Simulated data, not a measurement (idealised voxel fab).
Title: Process Module voxel tone inversion
Each square cell in cross-section cut measures 5 nm, and the section as a whole is 230 nm wide.
If you're reading a cross-section in this doc, picture square cells in a grid; it comes to you as bands, top ones listed first down to the bottom, and a band can be one or more rows of cells. Basically the band line says how high the top is and how high the bottom is, in nm, and then what's in it from left to right, every material with its width in nm. Empty space shows up as "blank", and if a single material carries "everywhere" it runs the full band edge to edge. Ref level 0: as-received wafer is one material below here. Bottom band extends down with no lower bound ("0 down"). It should be noted that a width expressed as "30->40" varies in equal increments from row to row of cells within the band, taking the value of the first number at the top row and that of the second number at the bottom row. "remains unaltered" after a step means that no cell of the cross-section changed. Heads up: "Closed-off voids" only lists the empty pockets with no open path to the top that are 8 cells or more, and it writes them as width x height at distance, distance from the left edge, in nm. What comes after the settings on a step's line is commentary from the simulator itself on that step. Among the settings permitted on a step's line is "overlay nm"; applied to a step with a mask, it specifies the extent to which the mask lay to the right of its planned position, whereas a negative figure signifies a position to the left.
Process steps foreseen in the plan:
1) RECEIVE, material Si
2) CONFORMAL_DEP, material SiN, thk nm 5
3) DIRECTIONAL_DEP, material aC, thk nm 15
4) PATTERN, tone cover, mask id POSTS, material resist, width nm 25, pitch nm 40, thk nm 20, overlay nm 0
5) DIRECTIONAL_ETCH, etch materials aC, depth nm 15
6) STRIP, etch materials resist
7) FILL_DEP, material lowk, thk nm 10
8) CMP, height nm 20
9) STRIP, etch materials aC
10) CONFORMAL_DEP, material TiN, thk nm 5
11) FILL_DEP, material Ru, thk nm 5
12) CMP, height nm 20
13) CONFORMAL_DEP, material SiN, thk nm 5
The cross-section here shows the wafer as received, i.e. in its state after step 1:
- 0 down = Si everywhere
- Closed-off voids: none
Cross-section: first of two wafers, module finished, run according to plan:
- 25 to 20 = SiN everywhere
- 20 to 10 = 80 of lowk  5 of TiN  15 of Ru  5 of TiN  15 of lowk  5 of TiN  15 of Ru  5 of TiN  85 of lowk
- 10 to 5 = 80 of lowk  25 of TiN  15 of lowk  25 of TiN  85 of lowk
- 5 to 0 = SiN everywhere
- 0 down = Si everywhere
- Closed-off voids: none
Same start, same plan as the first wafer - but one mistake in the run. Cross-section of the second of the two at the end of the module:
- 30 to 25 = SiN everywhere
- 25 to 20 = 85 of TiN  15 of Ru  25 of TiN  15 of Ru  90 of TiN
- 20 to 10 = 80 of lowk  5 of TiN  15 of Ru  5 of TiN  15 of lowk  5 of TiN  15 of Ru  5 of TiN  85 of lowk
- 10 to 5 = 80 of lowk  25 of TiN  15 of lowk  25 of TiN  85 of lowk
- 5 to 0 = SiN everywhere
- 0 down = Si everywhere
- Closed-off voids: none
Processing error: step 12 ran as: CMP, height nm 25
Counted in cells at the end, the second wafer holds more or fewer of these materials than the first: 6 more of Ru, 40 more of TiN
